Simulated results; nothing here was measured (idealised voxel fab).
process module | voxel self aligned contacts
Cross-section cut: width 295 nm, square cells of 5 nm.
How to read a cross-section here: the picture is a grid of square cells, written as bands going from the top down, and any band can span one or more rows of cells. Within each band entry, the heights of the top and of the bottom of the band appear first, in that order and in nm; the materials of the band then follow from left to right, each with its corresponding width in nm. The designation "throughout" on a single material indicates that it fills the band from edge to edge; the designation "blank" indicates empty space. Heights are expressed relative to 0, this being the level below which the as-received wafer comprises one material exclusively. The lowest band is unbounded in the downward direction and is denoted as in "0 and below". A two-number width, for instance "30..40", indicates that the width is equal to the first number in the top row of the band and to the second number in the bottom row, and that it changes by a constant amount per row of cells. You'll sometimes find "no change occurred" written for a step, and that's the way of saying that nowhere in the cross-section did a cell change during that step. "Catalogued sealed voids": sealed empty spaces, 8 cells or more, no open way to top, listed width x height at distance, with distance from the left edge and width, height and distance in nm. If you see something after the settings on a step's line, that's the simulator's own remark about that step. The optional step-line setting "overlay nm" applies to steps with a mask and quantifies how far to the right of its planned location the mask lay, a negative value indicating leftward placement.

# Planned step list for the process
1 RECEIVE, material Si
2 OXIDIZE, depth nm 5
3 DIRECTIONAL_DEP, material polySi, thk nm 30
4 DIRECTIONAL_DEP, material SiN, thk nm 20
5 PATTERN, tone cover, mask id GATE, material resist, width nm 30, pitch nm 65, thk nm 15, overlay nm 0
6 DIRECTIONAL_ETCH, etch materials SiN, depth nm 20
7 DIRECTIONAL_ETCH, etch materials polySi, depth nm 30
8 STRIP, etch materials resist
9 CONFORMAL_DEP, material SiN, thk nm 5
10 DIRECTIONAL_ETCH, etch materials SiN, depth nm 5
11 FILL_DEP, material SiO2, thk nm 15
12 CMP, height nm 60
13 PATTERN, tone open, mask id CONTACT, material resist, width nm 45, thk nm 20, overlay nm 0
14 DIRECTIONAL_ETCH, etch materials SiO2, depth nm 65
15 STRIP, etch materials resist
16 CONFORMAL_DEP, material TiN, thk nm 5
17 FILL_DEP, material Ru, thk nm 10
18 CMP, height nm 60
19 CONFORMAL_DEP, material SiCN, thk nm 5

# As-received wafer cross-section (after step 1)
0 and below  Si throughout
Catalogued sealed voids: none

# Cross-section at module end, one run error; start and plan unchanged from above
65 down to 60  SiCN throughout
60 down to 30  SiO2: 85 | SiN: 60 | TiN: 5 | SiN: 60 | SiO2: 85
30 down to 10  SiO2: 85 | SiN: 15 | polySi: 30 | SiN: 15 | TiN: 5 | SiN: 15 | polySi: 30 | SiN: 15 | SiO2: 85
10 down to 0  SiN: 100 | polySi: 30 | SiN: 35 | polySi: 30 | SiN: 100
0 down to -5  SiO2 throughout
-5 and below  Si throughout
Catalogued sealed voids: none
In executing the process, a mistake was made relative to the plan: step 9 deviated from plan and actually ran as CONFORMAL_DEP, material SiN, thk nm 15
